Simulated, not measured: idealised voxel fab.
The document below concerns the process module designated voxel tone inversion.
Displayed cross-section: cut, width of 220 nm, square cells sized 5 nm.
This document writes a cross-section as a grid whose cells are square, and gives it as bands, listed from the top down; one or more rows of cells form a band. Band: top and bottom heights (nm) first, top before bottom; then materials from left to right, widths in nm. "full width" marks a sole material filling the band edge to edge. "air" denotes empty space. We count height from 0. Below that, the starting wafer is all one material. The lowest band never ends at the bottom but goes on down; see "0 and below" for how that is written. With a width like "30..40", each row of cells in the band differs from the next by the same amount, the top row carrying the first number and the bottom row the second. The cross-section has no changed cell in any step marked "no alteration". Any empty space of 8 cells or more lacking an open way to the top shows up in "Closed void register" as width x height at distance, distance from the left edge, in nm. Anything after a step's settings on that line? It's the simulator's own note about the step. If you see "overlay nm" on a step's line and that step has a mask, it's telling you how far right of where it was planned the mask ended up; a negative number means it went left instead.
Process steps (planned):
- 1: RECEIVE: material Si
- 2: CONFORMAL_DEP: material SiCN, thk nm 10
- 3: DIRECTIONAL_DEP: material polySi, thk nm 15
- 4: PATTERN: tone cover, mask id POSTS, material resist, width nm 20, pitch nm 50, thk nm 20, overlay nm 0
- 5: DIRECTIONAL_ETCH: etch materials polySi, depth nm 15
- 6: STRIP: etch materials resist
- 7: FILL_DEP: material SiO2, thk nm 10
- 8: CMP: height nm 25
- 9: STRIP: etch materials polySi
- 10: CONFORMAL_DEP: material TiN, thk nm 5
- 11: FILL_DEP: material Ru, thk nm 5
- 12: CMP: height nm 25
- 13: CONFORMAL_DEP: material SiN, thk nm 5
Below: the first of two wafers, run as planned:
Wafer as received: cross-section following step 1:
> 0 and below  Si full width
> Closed void register: none
Wafer after step 2 (cross-section):
> 10 down to 0  SiCN full width
> Rest of section, below 0: as before.
Wafer after step 3 (cross-section):
> 25 down to 10  polySi full width
> Rest of section, below 10: as before.
Wafer after step 4 (cross-section):
> 45 down to 25  air 50, resist 20, air 30, resist 20, air 30, resist 20, air 50
> Rest of section, below 25: as before.
Wafer after step 5 (cross-section):
> 45 down to 25  air 50, resist 20, air 30, resist 20, air 30, resist 20, air 50
> 25 down to 10  air 50, polySi 20, air 30, polySi 20, air 30, polySi 20, air 50
> Rest of section, below 10: as before.
Wafer after step 6 (cross-section):
> 25 down to 10  air 50, polySi 20, air 30, polySi 20, air 30, polySi 20, air 50
> Rest of section, below 10: as before.
Wafer after step 7 (cross-section):
> 35 down to 25  SiO2 full width
> 25 down to 10  SiO2 50, polySi 20, SiO2 30, polySi 20, SiO2 30, polySi 20, SiO2 50
> Rest of section, below 10: as before.
Wafer after step 8 (cross-section):
> 25 down to 10  SiO2 50, polySi 20, SiO2 30, polySi 20, SiO2 30, polySi 20, SiO2 50
> Rest of section, below 10: as before.
Wafer after step 9 (cross-section):
> 25 down to 10  SiO2 50, air 20, SiO2 30, air 20, SiO2 30, air 20, SiO2 50
> Rest of section, below 10: as before.
Wafer after step 10 (cross-section):
> 30 down to 25  TiN 55, air 10, TiN 40, air 10, TiN 40, air 10, TiN 55
> 25 down to 15  SiO2 50, TiN 5, air 10, TiN 5, SiO2 30, TiN 5, air 10, TiN 5, SiO2 30, TiN 5, air 10, TiN 5, SiO2 50
> 15 down to 10  SiO2 50, TiN 20, SiO2 30, TiN 20, SiO2 30, TiN 20, SiO2 50
> Rest of section, below 10: as before.
Wafer after step 11 (cross-section):
> 35 down to 30  Ru full width
> 30 down to 25  TiN 55, Ru 10, TiN 40, Ru 10, TiN 40, Ru 10, TiN 55
> 25 down to 15  SiO2 50, TiN 5, Ru 10, TiN 5, SiO2 30, TiN 5, Ru 10, TiN 5, SiO2 30, TiN 5, Ru 10, TiN 5, SiO2 50
> Rest of section, below 15: as before.
Wafer after step 12 (cross-section):
> 25 down to 15  SiO2 50, TiN 5, Ru 10, TiN 5, SiO2 30, TiN 5, Ru 10, TiN 5, SiO2 30, TiN 5, Ru 10, TiN 5, SiO2 50
> Rest of section, below 15: as before.
Wafer after step 13 (cross-section):
> 30 down to 25  SiN full width
> Rest of section, below 25: as before.
Second of two: same start, same plan, one run error; steps up to and including 3 match the first:
X-section, second wafer, when step 4 was due to finish:
> 45 down to 25  resist 50, air 20, resist 30, air 20, resist 30, air 20, resist 50
> Rest of section, below 25: as before.
X-section, second wafer, when step 5 was due to finish:
> 45 down to 25  resist 50, air 20, resist 30, air 20, resist 30, air 20, resist 50
> 25 down to 10  polySi 50, air 20, polySi 30, air 20, polySi 30, air 20, polySi 50
> Rest of section, below 10: as before.
X-section, second wafer, when step 6 was due to finish:
> 25 down to 10  polySi 50, air 20, polySi 30, air 20, polySi 30, air 20, polySi 50
> Rest of section, below 10: as before.
X-section, second wafer, when step 7 was due to finish:
> 35 down to 25  SiO2 full width
> 25 down to 10  polySi 50, SiO2 20, polySi 30, SiO2 20, polySi 30, SiO2 20, polySi 50
> Rest of section, below 10: as before.
X-section, second wafer, when step 8 was due to finish:
> 25 down to 10  polySi 50, SiO2 20, polySi 30, SiO2 20, polySi 30, SiO2 20, polySi 50
> Rest of section, below 10: as before.
X-section, second wafer, when step 9 was due to finish:
> 25 down to 10  air 50, SiO2 20, air 30, SiO2 20, air 30, SiO2 20, air 50
> Rest of section, below 10: as before.
X-section, second wafer, when step 10 was due to finish:
> 30 down to 25  air 45, TiN 30, air 20, TiN 30, air 20, TiN 30, air 45
> 25 down to 15  air 45, TiN 5, SiO2 20, TiN 5, air 20, TiN 5, SiO2 20, TiN 5, air 20, TiN 5, SiO2 20, TiN 5, air 45
> 15 down to 10  TiN 50, SiO2 20, TiN 30, SiO2 20, TiN 30, SiO2 20, TiN 50
> Rest of section, below 10: as before.
X-section, second wafer, when step 11 was due to finish:
> 35 down to 30  Ru full width
> 30 down to 25  Ru 45, TiN 30, Ru 20, TiN 30, Ru 20, TiN 30, Ru 45
> 25 down to 15  Ru 45, TiN 5, SiO2 20, TiN 5, Ru 20, TiN 5, SiO2 20, TiN 5, Ru 20, TiN 5, SiO2 20, TiN 5, Ru 45
> Rest of section, below 15: as before.
X-section, second wafer, when step 12 was due to finish:
> 25 down to 15  Ru 45, TiN 5, SiO2 20, TiN 5, Ru 20, TiN 5, SiO2 20, TiN 5, Ru 20, TiN 5, SiO2 20, TiN 5, Ru 45
> Rest of section, below 15: as before.
X-section, second wafer, when step 13 was due to finish:
> 30 down to 25  SiN full width
> Rest of section, below 25: as before.
what went wrong: it should be noted that step 4 was executed with settings other than those planned, the operation and settings actually applied being PATTERN: tone open, mask id POSTS, material resist, width nm 20, pitch nm 50, thk nm 20, overlay nm 0
Wafer comparison, final, in cells, second relative to first, materials more or fewer: Ru +40 | SiO2 -60 | TiN +20
